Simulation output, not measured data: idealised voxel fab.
The process module that follows is named voxel transistor to metal.
The cross-section shown here is cut; it is 165 nm wide and divided into square cells measuring 5 nm on a side.
Cross-section spec: square-cell grid; bands listed top down; each band is one or more rows. Within each band entry, the heights of the top and of the bottom of the band appear first, in that order and in nm; the materials of the band then follow from left to right, each with its corresponding width in nm. The designation "all across" on a single material indicates that it fills the band from edge to edge; the designation "air" indicates empty space. Where do heights start? At 0: under that level the wafer as delivered is made of one material only. And the lowest band has no floor; it just carries on downward, as in "from 0 down". A width such as "30->40" changes by the same amount from each row of cells to the next, from the band's top row to its bottom row. "remained unchanged" for a step: no cell of the cross-section changed in that step. "Enclosed internal voids" lists enclosed empty spaces (at least 8 cells, no open path upward to the top), each as width x height at distance from the left edge, in nm. If you see something after the settings on a step's line, that's the simulator's own remark about that step. "overlay nm" denotes, for a step that has a mask, the displacement of the mask to the right of its planned place, with negative values corresponding to the left.
**Process steps - plan**
1: RECEIVE (material Si)
2: CONFORMAL_DEP (material SiO2; thk nm 5)
3: CONFORMAL_DEP (material SiN; thk nm 10)
4: DIRECTIONAL_DEP (material aC; thk nm 15)
5: PATTERN (tone cover; mask id ACTIVE; material resist; width nm 105; thk nm 30; overlay nm 0)
6: DIRECTIONAL_ETCH (etch materials aC; depth nm 15)
7: STRIP (etch materials resist)
8: DIRECTIONAL_ETCH (etch materials SiN; depth nm 10)
9: DIRECTIONAL_ETCH (etch materials SiO2; depth nm 5)
10: DIRECTIONAL_ETCH (etch materials Si; depth nm 35)
11: STRIP (etch materials aC)
12: FILL_DEP (material SiO2; thk nm 10)
13: CMP (height nm 15)
14: SELECTIVE_ETCH (etch materials SiO2; depth nm 5)
15: STRIP (etch materials SiN)
16: SELECTIVE_ETCH (etch materials SiO2; depth nm 5)
17: OXIDIZE (depth nm 5)
18: DIRECTIONAL_DEP (material polySi; thk nm 30)
19: DIRECTIONAL_DEP (material SiCN; thk nm 10)
20: PATTERN (tone cover; mask id GATE; material resist; width nm 25; thk nm 20; overlay nm 0)
21: DIRECTIONAL_ETCH (etch materials SiCN; depth nm 20)
22: DIRECTIONAL_ETCH (etch materials polySi; depth nm 40)
23: STRIP (etch materials resist)
24: CONFORMAL_DEP (material SiN; thk nm 10)
25: DIRECTIONAL_ETCH (etch materials SiN; depth nm 10)
26: DIRECTIONAL_ETCH (etch materials SiO2; depth nm 5)
27: DIRECTIONAL_ETCH (etch materials Si; depth nm 5)
28: EPI (material pSi; thk nm 5)
29: FILL_DEP (material SiO2; thk nm 10)
30: CMP (height nm 40)
31: DIRECTIONAL_DEP (material SiO2; thk nm 15)
32: PATTERN (tone open; mask id CONTACT; material resist; width nm 30; pitch nm 65; thk nm 20; overlay nm 0)
33: DIRECTIONAL_ETCH (etch materials SiO2; depth nm 60)
34: STRIP (etch materials resist)
35: CONFORMAL_DEP (material TiN; thk nm 5)
36: FILL_DEP (material Ru; thk nm 5)
37: CMP (height nm 55)
38: DIRECTIONAL_DEP (material TiN; thk nm 5)
39: DIRECTIONAL_DEP (material Ru; thk nm 20)
40: PATTERN (tone cover; mask id METAL_1; material resist; width nm 15; pitch nm 80; thk nm 20; overlay nm 0)
41: DIRECTIONAL_ETCH (etch materials Ru; depth nm 20)
42: DIRECTIONAL_ETCH (etch materials TiN; depth nm 5)
43: STRIP (etch materials resist)
44: CONFORMAL_DEP (material SiN; thk nm 5)
45: FILL_DEP (material lowk; thk nm 10)
46: CMP (height nm 80)
47: CONFORMAL_DEP (material SiN; thk nm 5)
**As-received wafer cross-section (after step 1)**
  from 0 down | Si all across
  Enclosed internal voids: none
**The first of the two wafers as seen in cross-section once the module was finished; processing followed the plan**
  from 85 to 80 | SiN all across
  from 80 to 60 | lowk: 30, then SiN: 5, then Ru: 15, then SiN: 5, then lowk: 55, then SiN: 5, then Ru: 15, then SiN: 5, then lowk: 30
  from 60 to 55 | SiN: 35, then TiN: 15, then SiN: 65, then TiN: 15, then SiN: 35
  from 55 to 45 | SiO2: 35, then TiN: 5, then Ru: 20, then TiN: 5, then SiO2: 35, then TiN: 5, then Ru: 20, then TiN: 5, then SiO2: 35
  from 45 to 40 | SiO2: 35, then TiN: 5, then Ru: 15, then TiN: 10, then SiO2: 35, then TiN: 10, then Ru: 15, then TiN: 5, then SiO2: 35
  from 40 to 30 | SiO2: 35, then TiN: 5, then Ru: 15, then TiN: 5, then SiN: 10, then SiCN: 25, then SiN: 10, then TiN: 5, then Ru: 15, then TiN: 5, then SiO2: 35
  from 30 to 5 | SiO2: 35, then TiN: 5, then Ru: 15, then TiN: 5, then SiN: 10, then polySi: 25, then SiN: 10, then TiN: 5, then Ru: 15, then TiN: 5, then SiO2: 35
  from 5 to 0 | SiO2: 25, then SiN: 10, then TiN: 10, then Ru: 5, then TiN: 10, then SiN: 10, then polySi: 25, then SiN: 10, then TiN: 10, then Ru: 5, then TiN: 10, then SiN: 10, then SiO2: 25
  from 0 to -5 | SiO2: 35, then pSi: 5, then TiN: 15, then pSi: 5, then SiO2: 45, then pSi: 5, then TiN: 15, then pSi: 5, then SiO2: 35
  from -5 to -10 | SiO2: 30, then Si: 5, then pSi: 25, then Si: 45, then pSi: 25, then Si: 5, then SiO2: 30
  from -10 to -35 | SiO2: 30, then Si: 105, then SiO2: 30
  from -35 down | Si all across
  Enclosed internal voids: none
**Second of two wafers, module complete, sectioned: it shares the first wafer's start and plan but was run with one mistake**
  from 85 to 80 | SiN all across
  from 80 to 60 | lowk: 30, then SiN: 5, then Ru: 15, then SiN: 5, then lowk: 55, then SiN: 5, then Ru: 15, then SiN: 5, then lowk: 30
  from 60 to 55 | SiN: 35, then TiN: 15, then SiN: 65, then TiN: 15, then SiN: 35
  from 55 to 45 | SiO2: 35, then TiN: 5, then Ru: 25, then TiN: 5, then SiO2: 30, then TiN: 5, then Ru: 25, then TiN: 5, then SiO2: 30
  from 45 to 40 | SiO2: 35, then TiN: 5, then Ru: 15, then TiN: 15, then SiO2: 30, then TiN: 10, then Ru: 20, then TiN: 5, then SiO2: 30
  from 40 to 30 | SiO2: 35, then TiN: 5, then Ru: 15, then TiN: 5, then SiN: 10, then SiCN: 25, then SiN: 10, then TiN: 5, then Ru: 20, then TiN: 5, then SiO2: 30
  from 30 to 10 | SiO2: 35, then TiN: 5, then Ru: 15, then TiN: 5, then SiN: 10, then polySi: 25, then SiN: 10, then TiN: 5, then Ru: 20, then TiN: 5, then SiO2: 30
  from 10 to 5 | SiO2: 35, then TiN: 5, then Ru: 15, then TiN: 5, then SiN: 10, then polySi: 25, then SiN: 10, then TiN: 5, then Ru: 15, then TiN: 10, then SiO2: 30
  from 5 to 0 | SiO2: 25, then SiN: 10, then TiN: 10, then Ru: 5, then TiN: 10, then SiN: 10, then polySi: 25, then SiN: 10, then TiN: 10, then Ru: 5, then TiN: 10, then SiN: 10, then SiO2: 25
  from 0 to -5 | SiO2: 35, then pSi: 5, then TiN: 15, then pSi: 5, then SiO2: 45, then pSi: 5, then TiN: 15, then pSi: 5, then SiO2: 35
  from -5 to -10 | SiO2: 30, then Si: 5, then pSi: 25, then Si: 45, then pSi: 25, then Si: 5, then SiO2: 30
  from -10 to -35 | SiO2: 30, then Si: 105, then SiO2: 30
  from -35 down | Si all across
  Enclosed internal voids: none
What was done differently from what was planned? for step 32, the planned setting was not used; the step was instead run as PATTERN (tone open; mask id CONTACT; material resist; width nm 35; pitch nm 65; thk nm 20; overlay nm 0)
Per the end-of-run cell counts, the second wafer holds more or fewer of some materials than the first: 11 more of Ru; 13 fewer of SiO2; 2 more of TiN
